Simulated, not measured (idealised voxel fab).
process module | voxel fin reveal
cross-section cut | 255 nm wide | cells 5 nm
A cross-section is a grid of square cells, given in bands from the top down. A band is one or more rows of cells.
Each band's line starts with the height of the band's top and of its bottom, in nm. Then come its materials from left to right, each with its width in nm. One material with "throughout" fills the band from edge to edge. "air" is empty space.
Height 0 is the level under which the wafer as received is all one material. The lowest band goes on downwards, as in "0 down".
A width such as "30 to 40" changes by the same amount from each row of cells to the next, from the band's top row to its bottom row.
"no change" after a step means that no cell of the cross-section changed.
closed voids: empty space of 8 cells or more with no open way to the top, each as width x height at its distance from the left edge, in nm
after a step's settings: what the simulator itself notes on the step
overlay nm, on a step with a mask: how far to the right of its planned place the mask lay; to the left if negative
plan
1 op RECEIVE | material Si
2 op CONFORMAL_DEP | material SiN | thk nm 5
3 op PATTERN | tone cover | mask id FINS | material resist | width nm 15 | pitch nm 45 | thk nm 15 | overlay nm 0
4 op DIRECTIONAL_ETCH | etch materials SiN | depth nm 5
5 op DIRECTIONAL_ETCH | etch materials Si | depth nm 30
6 op STRIP | etch materials resist
7 op FILL_DEP | material SiO2 | thk nm 5
8 op CMP | height nm 5
9 op SELECTIVE_ETCH | etch materials SiO2 | depth nm 15
10 op STRIP | etch materials SiN
as received, after step 1
  0 down: Si throughout
  closed voids: none
first wafer at the end, as planned
  0 to -10: air 50 | Si 15 | air 30 | Si 15 | air 30 | Si 15 | air 30 | Si 15 | air 55
  -10 to -30: SiO2 50 | Si 15 | SiO2 30 | Si 15 | SiO2 30 | Si 15 | SiO2 30 | Si 15 | SiO2 55
  -30 down: Si throughout
  closed voids: none
second wafer at the end: like start, like plan, one mistake
  0 to -25: air 50 | Si 15 | air 30 | Si 15 | air 30 | Si 15 | air 30 | Si 15 | air 55
  -25 to -30: SiO2 50 | Si 15 | SiO2 30 | Si 15 | SiO2 30 | Si 15 | SiO2 30 | Si 15 | SiO2 55
  -30 down: Si throughout
  closed voids: none
what went wrong: step 9 was run twice
at the end the second wafer has, in cells: 117 fewer of SiO2
